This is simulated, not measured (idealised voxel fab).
Proc. module: voxel transistor to metal
Square cells of 5 nm make up the cross-section cut, whose width is 195 nm.
In what follows, cross-sections appear as grids of square cells, described through bands that run from the top down, where every band is one or more rows of cells. What a band's entry tells you: where the top is and where the bottom is, as heights in nm, and after that what lies inside, material by material from left to right, each with its width in nm. Empty space is written as the word "blank", and a single material marked with the word "everywhere" occupies the band from edge to edge. Height datum 0, below which the as-received substrate wafer is one material. Lowest band open at the bottom, running downward: "0 -> down". The width entry "30->40" should be interpreted row by row: the top row of cells in the band takes the first number, the bottom row takes the second number, and the change between adjacent rows is uniform throughout. Step note "identical to before" = no cross-section cell changed. What "Closed void table" gives you is every empty space of 8 cells or more that is cut off from the top. Each appears as width x height at distance, with the distance taken from the left edge and width, height and distance all in nm. Past the settings on a step's line: simulator remark, on that step. The "overlay nm" setting may appear on a step's line; for a step that uses a mask, it gives how far to the right of its planned position the mask lay, and a negative value indicates the left.

Steps planned for the process
step 1: RECEIVE | material Si
step 2: OXIDIZE | depth nm 5
step 3: CONFORMAL_DEP | material SiN | thk nm 10
step 4: DIRECTIONAL_DEP | material aC | thk nm 10
step 5: PATTERN | tone cover | mask id ACTIVE | material resist | width nm 115 | thk nm 30 | overlay nm 0
step 6: DIRECTIONAL_ETCH | etch materials aC | depth nm 10
step 7: STRIP | etch materials resist
step 8: DIRECTIONAL_ETCH | etch materials SiN | depth nm 10
step 9: DIRECTIONAL_ETCH | etch materials SiO2 | depth nm 5
step 10: DIRECTIONAL_ETCH | etch materials Si | depth nm 20
step 11: STRIP | etch materials aC
step 12: OXIDIZE | depth nm 5
step 13: FILL_DEP | material SiO2 | thk nm 5
step 14: CMP | height nm 10
step 15: SELECTIVE_ETCH | etch materials SiO2 | depth nm 10
step 16: STRIP | etch materials SiN
step 17: SELECTIVE_ETCH | etch materials SiO2 | depth nm 5
step 18: OXIDIZE | depth nm 5
step 19: DIRECTIONAL_DEP | material polySi | thk nm 30
step 20: DIRECTIONAL_DEP | material SiCN | thk nm 15
step 21: PATTERN | tone cover | mask id GATE | material resist | width nm 25 | thk nm 20 | overlay nm 0
step 22: DIRECTIONAL_ETCH | etch materials SiCN | depth nm 25
step 23: DIRECTIONAL_ETCH | etch materials polySi | depth nm 40
step 24: STRIP | etch materials resist
step 25: CONFORMAL_DEP | material SiO2 | thk nm 5
step 26: DIRECTIONAL_ETCH | etch materials SiO2 | depth nm 5
step 27: CONFORMAL_DEP | material SiN | thk nm 5
step 28: DIRECTIONAL_ETCH | etch materials SiN | depth nm 5
step 29: DIRECTIONAL_ETCH | etch materials SiO2 | depth nm 5
step 30: DIRECTIONAL_ETCH | etch materials Si | depth nm 10
step 31: EPI | material nSi | thk nm 10
step 32: FILL_DEP | material SiO2 | thk nm 10
step 33: CMP | height nm 25
step 34: STRIP | etch materials polySi
step 35: SELECTIVE_ETCH | etch materials SiO2 | depth nm 5
step 36: CONFORMAL_DEP | material HfO2 | thk nm 5
step 37: CONFORMAL_DEP | material TiN | thk nm 5
step 38: FILL_DEP | material W | thk nm 10
step 39: CMP | height nm 20
step 40: DIRECTIONAL_DEP | material SiO2 | thk nm 10
step 41: MASKED_ETCH | tone open | mask id CONTACT | width nm 20 | pitch nm 85 | etch materials SiO2 | depth nm 40 | overlay nm 0
step 42: CONFORMAL_DEP | material TiN | thk nm 5
step 43: FILL_DEP | material W | thk nm 5
step 44: CMP | height nm 30
step 45: CONFORMAL_DEP | material SiN | thk nm 5
step 46: DIRECTIONAL_DEP | material SiO2 | thk nm 20
step 47: MASKED_ETCH | tone open | mask id METAL_1 | width nm 20 | pitch nm 85 | etch materials SiO2 | depth nm 20 | overlay nm 0
step 48: MASKED_ETCH | tone open | mask id METAL_1 | width nm 20 | pitch nm 85 | etch materials SiN | depth nm 5 | overlay nm 0
step 49: CONFORMAL_DEP | material TiN | thk nm 5
step 50: FILL_DEP | material W | thk nm 10
step 51: CMP | height nm 55
step 52: EPI | material Ru | thk nm 5
step 53: FILL_DEP | material SiCN | thk nm 5
step 54: DIRECTIONAL_DEP | material lowk | thk nm 30
step 55: DIRECTIONAL_DEP | material aC | thk nm 15
step 56: PATTERN | tone open | mask id METAL_2_HOLES | material resist | width nm 15 | pitch nm 85 | thk nm 30 | overlay nm 0
step 57: DIRECTIONAL_ETCH | etch materials aC | depth nm 15
step 58: STRIP | etch materials resist
step 59: DIRECTIONAL_ETCH | etch materials lowk | depth nm 30
step 60: STRIP | etch materials aC
step 61: MASKED_ETCH | tone open | mask id METAL_2 | width nm 20 | pitch nm 85 | etch materials lowk | depth nm 20 | overlay nm 0
step 62: MASKED_ETCH | tone open | mask id METAL_2 | width nm 20 | pitch nm 85 | etch materials SiCN | depth nm 5 | overlay nm 0
step 63: CONFORMAL_DEP | material TiN | thk nm 5
step 64: FILL_DEP | material Cu | thk nm 10
step 65: CMP | height nm 95
step 66: CONFORMAL_DEP | material SiN | thk nm 5

First of two wafers, processed according to plan

Cross-section: wafer on arrival = after step 1
> 0 -> down: Si everywhere
> Closed void table: none

Wafer xsec, post step 2
> 0 -> -5: SiO2 everywhere
> Below -5, no change.

Wafer xsec, post step 3
> 10 -> 0: SiN everywhere
> Below 0, no change.

Wafer xsec, post step 4
> 20 -> 10: aC everywhere
> Below 10, no change.

Wafer xsec, post step 5
> 50 -> 20: blank 40, resist 115, blank 40
> Below 20, no change.

Wafer xsec, post step 6
> 40 -> 20: blank 40, resist 115, blank 40
> 20 -> 10: blank 40, aC 115, blank 40
> Below 10, no change.

Wafer xsec, post step 7
> 20 -> 10: blank 40, aC 115, blank 40
> Below 10, no change.

Wafer xsec, post step 8
> 20 -> 10: blank 40, aC 115, blank 40
> 10 -> 0: blank 40, SiN 115, blank 40
> Below 0, no change.

Wafer xsec, post step 9
> 20 -> 10: blank 40, aC 115, blank 40
> 10 -> 0: blank 40, SiN 115, blank 40
> 0 -> -5: blank 40, SiO2 115, blank 40
> Below -5, no change.

Wafer xsec, post step 10
> 20 -> 10: blank 40, aC 115, blank 40
> 10 -> 0: blank 40, SiN 115, blank 40
> 0 -> -5: blank 40, SiO2 115, blank 40
> -5 -> -25: blank 40, Si 115, blank 40
> Below -25, no change.

Wafer xsec, post step 11
> 10 -> 0: blank 40, SiN 115, blank 40
> Below 0, no change.

Wafer xsec, post step 12
> 10 -> 0: blank 40, SiN 115, blank 40
> 0 -> -5: blank 40, SiO2 115, blank 40
> -5 -> -25: blank 40, SiO2 5, Si 105, SiO2 5, blank 40
> -25 -> -30: SiO2 45, Si 105, SiO2 45
> Below -30, no change.

Wafer xsec, post step 13
> 15 -> 10: SiO2 everywhere
> 10 -> 0: SiO2 40, SiN 115, SiO2 40
> 0 -> -5: SiO2 everywhere
> -5 -> -30: SiO2 45, Si 105, SiO2 45
> Below -30, no change.

Wafer xsec, post step 14
> 10 -> 0: SiO2 40, SiN 115, SiO2 40
> Below 0, no change.

Wafer xsec, post step 15
> 10 -> 0: blank 40, SiN 115, blank 40
> Below 0, no change.

Wafer xsec, post step 16
> 0 -> -5: SiO2 everywhere
> Below -5, no change.

Wafer xsec, post step 17
> -5 -> -30: SiO2 45, Si 105, SiO2 45
> Below -30, no change.

Wafer xsec, post step 18
> -5 -> -10: SiO2 everywhere
> Below -10, no change.

Wafer xsec, post step 19
> 25 -> -5: polySi everywhere
> Below -5, no change.

Wafer xsec, post step 20
> 40 -> 25: SiCN everywhere
> Below 25, no change.

Wafer xsec, post step 21
> 60 -> 40: blank 85, resist 25, blank 85
> Below 40, no change.

Wafer xsec, post step 22
> 60 -> 40: blank 85, resist 25, blank 85
> 40 -> 25: blank 85, SiCN 25, blank 85
> Below 25, no change.

Wafer xsec, post step 23
> 60 -> 40: blank 85, resist 25, blank 85
> 40 -> 25: blank 85, SiCN 25, blank 85
> 25 -> -5: blank 85, polySi 25, blank 85
> Below -5, no change.

Wafer xsec, post step 24
> 40 -> 25: blank 85, SiCN 25, blank 85
> Below 25, no change.

Wafer xsec, post step 25
> 45 -> 40: blank 80, SiO2 35, blank 80
> 40 -> 25: blank 80, SiO2 5, SiCN 25, SiO2 5, blank 80
> 25 -> 0: blank 80, SiO2 5, polySi 25, SiO2 5, blank 80
> 0 -> -5: SiO2 85, polySi 25, SiO2 85
> Below -5, no change.

Wafer xsec, post step 26
> 40 -> 25: blank 80, SiO2 5, SiCN 25, SiO2 5, blank 80
> 25 -> -5: blank 80, SiO2 5, polySi 25, SiO2 5, blank 80
> Below -5, no change.

Wafer xsec, post step 27
> 45 -> 40: blank 75, SiN 45, blank 75
> 40 -> 25: blank 75, SiN 5, SiO2 5, SiCN 25, SiO2 5, SiN 5, blank 75
> 25 -> 0: blank 75, SiN 5, SiO2 5, polySi 25, SiO2 5, SiN 5, blank 75
> 0 -> -5: SiN 80, SiO2 5, polySi 25, SiO2 5, SiN 80
> Below -5, no change.

Wafer xsec, post step 28
> 40 -> 25: blank 75, SiN 5, SiO2 5, SiCN 25, SiO2 5, SiN 5, blank 75
> 25 -> -5: blank 75, SiN 5, SiO2 5, polySi 25, SiO2 5, SiN 5, blank 75
> Below -5, no change.

Wafer xsec, post step 29
> 40 -> 35: blank 75, SiN 5, blank 5, SiCN 25, blank 5, SiN 5, blank 75
> 35 -> 25: blank 75, SiN 5, SiO2 5, SiCN 25, SiO2 5, SiN 5, blank 75
> 25 -> -5: blank 75, SiN 5, SiO2 5, polySi 25, SiO2 5, SiN 5, blank 75
> -5 -> -10: blank 75, SiO2 45, blank 75
> Below -10, no change.

Wafer xsec, post step 30
> 40 -> 35: blank 75, SiN 5, blank 5, SiCN 25, blank 5, SiN 5, blank 75
> 35 -> 25: blank 75, SiN 5, SiO2 5, SiCN 25, SiO2 5, SiN 5, blank 75
> 25 -> -5: blank 75, SiN 5, SiO2 5, polySi 25, SiO2 5, SiN 5, blank 75
> -5 -> -10: blank 75, SiO2 45, blank 75
> -10 -> -20: SiO2 45, blank 30, Si 45, blank 30, SiO2 45
> Below -20, no change.

Wafer xsec, post step 31
> 40 -> 35: blank 75, SiN 5, blank 5, SiCN 25, blank 5, SiN 5, blank 75
> 35 -> 25: blank 75, SiN 5, SiO2 5, SiCN 25, SiO2 5, SiN 5, blank 75
> 25 -> 0: blank 75, SiN 5, SiO2 5, polySi 25, SiO2 5, SiN 5, blank 75
> 0 -> -5: blank 65, nSi 10, SiN 5, SiO2 5, polySi 25, SiO2 5, SiN 5, nSi 10, blank 65
> -5 -> -10: blank 65, nSi 10, SiO2 45, nSi 10, blank 65
> -10 -> -20: SiO2 45, nSi 30, Si 45, nSi 30, SiO2 45
> Below -20, no change.

Wafer xsec, post step 32
> 50 -> 40: SiO2 everywhere
> 40 -> 25: SiO2 75, SiN 5, SiO2 5, SiCN 25, SiO2 5, SiN 5, SiO2 75
> 25 -> 0: SiO2 75, SiN 5, SiO2 5, polySi 25, SiO2 5, SiN 5, SiO2 75
> 0 -> -5: SiO2 65, nSi 10, SiN 5, SiO2 5, polySi 25, SiO2 5, SiN 5, nSi 10, SiO2 65
> -5 -> -10: SiO2 65, nSi 10, SiO2 45, nSi 10, SiO2 65
> Below -10, no change.

Wafer xsec, post step 33
> 25 -> 0: SiO2 75, SiN 5, SiO2 5, polySi 25, SiO2 5, SiN 5, SiO2 75
> Below 0, no change.

Wafer xsec, post step 34
> 25 -> 0: SiO2 75, SiN 5, SiO2 5, blank 25, SiO2 5, SiN 5, SiO2 75
> 0 -> -5: SiO2 65, nSi 10, SiN 5, SiO2 5, blank 25, SiO2 5, SiN 5, nSi 10, SiO2 65
> Below -5, no change.

Wafer xsec, post step 35
> 25 -> 20: blank 75, SiN 5, blank 35, SiN 5, blank 75
> 20 -> 0: SiO2 75, SiN 5, blank 35, SiN 5, SiO2 75
> 0 -> -5: SiO2 65, nSi 10, SiN 5, blank 35, SiN 5, nSi 10, SiO2 65
> -5 -> -10: SiO2 65, nSi 10, SiO2 5, blank 35, SiO2 5, nSi 10, SiO2 65
> Below -10, no change.

Wafer xsec, post step 36
> 30 -> 25: blank 70, HfO2 15, blank 25, HfO2 15, blank 70
> 25 -> 20: HfO2 75, SiN 5, HfO2 5, blank 25, HfO2 5, SiN 5, HfO2 75
> 20 -> 0: SiO2 75, SiN 5, HfO2 5, blank 25, HfO2 5, SiN 5, SiO2 75
> 0 -> -5: SiO2 65, nSi 10, SiN 5, HfO2 5, blank 25, HfO2 5, SiN 5, nSi 10, SiO2 65
> -5 -> -10: SiO2 65, nSi 10, SiO2 5, HfO2 35, SiO2 5, nSi 10, SiO2 65
> Below -10, no change.

Wafer xsec, post step 37
> 35 -> 30: blank 65, TiN 25, blank 15, TiN 25, blank 65
> 30 -> 25: TiN 70, HfO2 15, TiN 5, blank 15, TiN 5, HfO2 15, TiN 70
> 25 -> 20: HfO2 75, SiN 5, HfO2 5, TiN 5, blank 15, TiN 5, HfO2 5, SiN 5, HfO2 75
> 20 -> 0: SiO2 75, SiN 5, HfO2 5, TiN 5, blank 15, TiN 5, HfO2 5, SiN 5, SiO2 75
> 0 -> -5: SiO2 65, nSi 10, SiN 5, HfO2 5, TiN 25, HfO2 5, SiN 5, nSi 10, SiO2 65
> Below -5, no change.

Wafer xsec, post step 38
> 45 -> 35: W everywhere
> 35 -> 30: W 65, TiN 25, W 15, TiN 25, W 65
> 30 -> 25: TiN 70, HfO2 15, TiN 5, W 15, TiN 5, HfO2 15, TiN 70
> 25 -> 20: HfO2 75, SiN 5, HfO2 5, TiN 5, W 15, TiN 5, HfO2 5, SiN 5, HfO2 75
> 20 -> 0: SiO2 75, SiN 5, HfO2 5, TiN 5, W 15, TiN 5, HfO2 5, SiN 5, SiO2 75
> Below 0, no change.

Wafer xsec, post step 39
> 20 -> 0: SiO2 75, SiN 5, HfO2 5, TiN 5, W 15, TiN 5, HfO2 5, SiN 5, SiO2 75
> Below 0, no change.

Wafer xsec, post step 40
> 30 -> 20: SiO2 everywhere
> Below 20, no change.

Wafer xsec, post step 41
> 30 -> 20: SiO2 45, blank 20, SiO2 65, blank 20, SiO2 45
> 20 -> 0: SiO2 45, blank 20, SiO2 10, SiN 5, HfO2 5, TiN 5, W 15, TiN 5, HfO2 5, SiN 5, SiO2 10, blank 20, SiO2 45
> 0 -> -5: SiO2 45, blank 20, nSi 10, SiN 5, HfO2 5, TiN 25, HfO2 5, SiN 5, nSi 10, blank 20, SiO2 45
> -5 -> -10: SiO2 45, blank 20, nSi 10, SiO2 5, HfO2 35, SiO2 5, nSi 10, blank 20, SiO2 45
> Below -10, no change.

Wafer xsec, post step 42
> 35 -> 30: TiN 50, blank 10, TiN 75, blank 10, TiN 50
> 30 -> 20: SiO2 45, TiN 5, blank 10, TiN 5, SiO2 65, TiN 5, blank 10, TiN 5, SiO2 45
> 20 -> 0: SiO2 45, TiN 5, blank 10, TiN 5, SiO2 10, SiN 5, HfO2 5, TiN 5, W 15, TiN 5, HfO2 5, SiN 5, SiO2 10, TiN 5, blank 10, TiN 5, SiO2 45
> 0 -> -5: SiO2 45, TiN 5, blank 10, TiN 5, nSi 10, SiN 5, HfO2 5, TiN 25, HfO2 5, SiN 5, nSi 10, TiN 5, blank 10, TiN 5, SiO2 45
> -5 -> -10: SiO2 45, TiN 20, nSi 10, SiO2 5, HfO2 35, SiO2 5, nSi 10, TiN 20, SiO2 45
> Below -10, no change.

Wafer xsec, post step 43
> 40 -> 35: W everywhere
> 35 -> 30: TiN 50, W 10, TiN 75, W 10, TiN 50
> 30 -> 20: SiO2 45, TiN 5, W 10, TiN 5, SiO2 65, TiN 5, W 10, TiN 5, SiO2 45
> 20 -> 0: SiO2 45, TiN 5, W 10, TiN 5, SiO2 10, SiN 5, HfO2 5, TiN 5, W 15, TiN 5, HfO2 5, SiN 5, SiO2 10, TiN 5, W 10, TiN 5, SiO2 45
> 0 -> -5: SiO2 45, TiN 5, W 10, TiN 5, nSi 10, SiN 5, HfO2 5, TiN 25, HfO2 5, SiN 5, nSi 10, TiN 5, W 10, TiN 5, SiO2 45
> Below -5, no change.

Wafer xsec, post step 44
> 30 -> 20: SiO2 45, TiN 5, W 10, TiN 5, SiO2 65, TiN 5, W 10, TiN 5, SiO2 45
> Below 20, no change.

Wafer xsec, post step 45
> 35 -> 30: SiN everywhere
> Below 30, no change.

Wafer xsec, post step 46
> 55 -> 35: SiO2 everywhere
> Below 35, no change.

Wafer xsec, post step 47
> 55 -> 35: SiO2 45, blank 20, SiO2 65, blank 20, SiO2 45
> Below 35, no change.

Wafer xsec, post step 48
> 55 -> 35: SiO2 45, blank 20, SiO2 65, blank 20, SiO2 45
> 35 -> 30: SiN 45, blank 20, SiN 65, blank 20, SiN 45
> Below 30, no change.

Wafer xsec, post step 49
> 60 -> 55: TiN 50, blank 10, TiN 75, blank 10, TiN 50
> 55 -> 35: SiO2 45, TiN 5, blank 10, TiN 5, SiO2 65, TiN 5, blank 10, TiN 5, SiO2 45
> 35 -> 30: SiN 45, TiN 20, SiN 65, TiN 20, SiN 45
> Below 30, no change.

Wafer xsec, post step 50
> 70 -> 60: W everywhere
> 60 -> 55: TiN 50, W 10, TiN 75, W 10, TiN 50
> 55 -> 35: SiO2 45, TiN 5, W 10, TiN 5, SiO2 65, TiN 5, W 10, TiN 5, SiO2 45
> Below 35, no change.

Wafer xsec, post step 51
> 55 -> 35: SiO2 45, TiN 5, W 10, TiN 5, SiO2 65, TiN 5, W 10, TiN 5, SiO2 45
> Below 35, no change.

Wafer xsec, post step 52
> 60 -> 55: blank 40, Ru 30, blank 55, Ru 30, blank 40
> Below 55, no change.

Wafer xsec, post step 53
> 65 -> 60: SiCN everywhere
> 60 -> 55: SiCN 40, Ru 30, SiCN 55, Ru 30, SiCN 40
> Below 55, no change.

Wafer xsec, post step 54
> 95 -> 65: lowk everywhere
> Below 65, no change.

Wafer xsec, post step 55
> 110 -> 95: aC everywhere
> Below 95, no change.

Wafer xsec, post step 56
> 140 -> 110: resist 45, blank 15, resist 70, blank 15, resist 50
> Below 110, no change.

Wafer xsec, post step 57
> 125 -> 110: resist 45, blank 15, resist 70, blank 15, resist 50
> 110 -> 95: aC 45, blank 15, aC 70, blank 15, aC 50
> Below 95, no change.

Wafer xsec, post step 58
> 110 -> 95: aC 45, blank 15, aC 70, blank 15, aC 50
> Below 95, no change.

Wafer xsec, post step 59
> 110 -> 95: aC 45, blank 15, aC 70, blank 15, aC 50
> 95 -> 65: lowk 45, blank 15, lowk 70, blank 15, lowk 50
> Below 65, no change.

Wafer xsec, post step 60
> 95 -> 65: lowk 45, blank 15, lowk 70, blank 15, lowk 50
> Below 65, no change.

Wafer xsec, post step 61
> 95 -> 75: lowk 45, blank 20, lowk 65, blank 20, lowk 45
> Below 75, no change.

Wafer xsec, post step 62
> 95 -> 75: lowk 45, blank 20, lowk 65, blank 20, lowk 45
> 75 -> 65: lowk 45, blank 15, lowk 70, blank 15, lowk 50
> 65 -> 60: SiCN 45, blank 15, SiCN 70, blank 15, SiCN 50
> Below 60, no change.

Wafer xsec, post step 63
> 100 -> 95: TiN 50, blank 10, TiN 75, blank 10, TiN 50
> 95 -> 80: lowk 45, TiN 5, blank 10, TiN 5, lowk 65, TiN 5, blank 10, TiN 5, lowk 45
> 80 -> 75: lowk 45, TiN 5, blank 5, TiN 10, lowk 65, TiN 5, blank 5, TiN 10, lowk 45
> 75 -> 65: lowk 45, TiN 5, blank 5, TiN 5, lowk 70, TiN 5, blank 5, TiN 5, lowk 50
> 65 -> 60: SiCN 45, TiN 15, SiCN 70, TiN 15, SiCN 50
> Below 60, no change.

Wafer xsec, post step 64
> 110 -> 100: Cu everywhere
> 100 -> 95: TiN 50, Cu 10, TiN 75, Cu 10, TiN 50
> 95 -> 80: lowk 45, TiN 5, Cu 10, TiN 5, lowk 65, TiN 5, Cu 10, TiN 5, lowk 45
> 80 -> 75: lowk 45, TiN 5, Cu 5, TiN 10, lowk 65, TiN 5, Cu 5, TiN 10, lowk 45
> 75 -> 65: lowk 45, TiN 5, Cu 5, TiN 5, lowk 70, TiN 5, Cu 5, TiN 5, lowk 50
> Below 65, no change.

Wafer xsec, post step 65
> 95 -> 80: lowk 45, TiN 5, Cu 10, TiN 5, lowk 65, TiN 5, Cu 10, TiN 5, lowk 45
> Below 80, no change.

Wafer xsec, post step 66
> 100 -> 95: SiN everywhere
> Below 95, no change.

The remaining wafer, second of the two, started like the first and was run to the same plan, except that one mistake was made along the way; the two coincide through step 53, inclusive

Planned end of step 54: second wafer, cross-section
> 125 -> 65: lowk everywhere
> Below 65, no change.

Planned end of step 55: second wafer, cross-section
> 140 -> 125: aC everywhere
> Below 125, no change.

Planned end of step 56: second wafer, cross-section
> 170 -> 140: resist 45, blank 15, resist 70, blank 15, resist 50
> Below 140, no change.

Planned end of step 57: second wafer, cross-section
> 155 -> 140: resist 45, blank 15, resist 70, blank 15, resist 50
> 140 -> 125: aC 45, blank 15, aC 70, blank 15, aC 50
> Below 125, no change.

Planned end of step 58: second wafer, cross-section
> 140 -> 125: aC 45, blank 15, aC 70, blank 15, aC 50
> Below 125, no change.

Planned end of step 59: second wafer, cross-section
> 140 -> 125: aC 45, blank 15, aC 70, blank 15, aC 50
> 125 -> 95: lowk 45, blank 15, lowk 70, blank 15, lowk 50
> Below 95, no change.

Planned end of step 60: second wafer, cross-section
> 125 -> 95: lowk 45, blank 15, lowk 70, blank 15, lowk 50
> Below 95, no change.

Planned end of step 61: second wafer, cross-section
> 125 -> 105: lowk 45, blank 20, lowk 65, blank 20, lowk 45
> 105 -> 75: lowk 45, blank 15, lowk 70, blank 15, lowk 50
> Below 75, no change.

Planned end of step 62: second wafer, cross-section: identical to before

Planned end of step 63: second wafer, cross-section
> 130 -> 125: TiN 50, blank 10, TiN 75, blank 10, TiN 50
> 125 -> 110: lowk 45, TiN 5, blank 10, TiN 5, lowk 65, TiN 5, blank 10, TiN 5, lowk 45
> 110 -> 105: lowk 45, TiN 5, blank 5, TiN 10, lowk 65, TiN 5, blank 5, TiN 10, lowk 45
> 105 -> 80: lowk 45, TiN 5, blank 5, TiN 5, lowk 70, TiN 5, blank 5, TiN 5, lowk 50
> 80 -> 75: lowk 45, TiN 15, lowk 70, TiN 15, lowk 50
> Below 75, no change.

Planned end of step 64: second wafer, cross-section
> 140 -> 130: Cu everywhere
> 130 -> 125: TiN 50, Cu 10, TiN 75, Cu 10, TiN 50
> 125 -> 110: lowk 45, TiN 5, Cu 10, TiN 5, lowk 65, TiN 5, Cu 10, TiN 5, lowk 45
> 110 -> 105: lowk 45, TiN 5, Cu 5, TiN 10, lowk 65, TiN 5, Cu 5, TiN 10, lowk 45
> 105 -> 80: lowk 45, TiN 5, Cu 5, TiN 5, lowk 70, TiN 5, Cu 5, TiN 5, lowk 50
> Below 80, no change.

Planned end of step 65: second wafer, cross-section
> 95 -> 80: lowk 45, TiN 5, Cu 5, TiN 5, lowk 70, TiN 5, Cu 5, TiN 5, lowk 50
> Below 80, no change.

Planned end of step 66: second wafer, cross-section
> 100 -> 95: SiN everywhere
> Below 95, no change.
Short version of what went wrong: twice, step 54 of the plan was run
Counted in cells at the end, the second wafer holds more or fewer of these materials than the first: Cu -12, SiCN +6, TiN -14, lowk +20
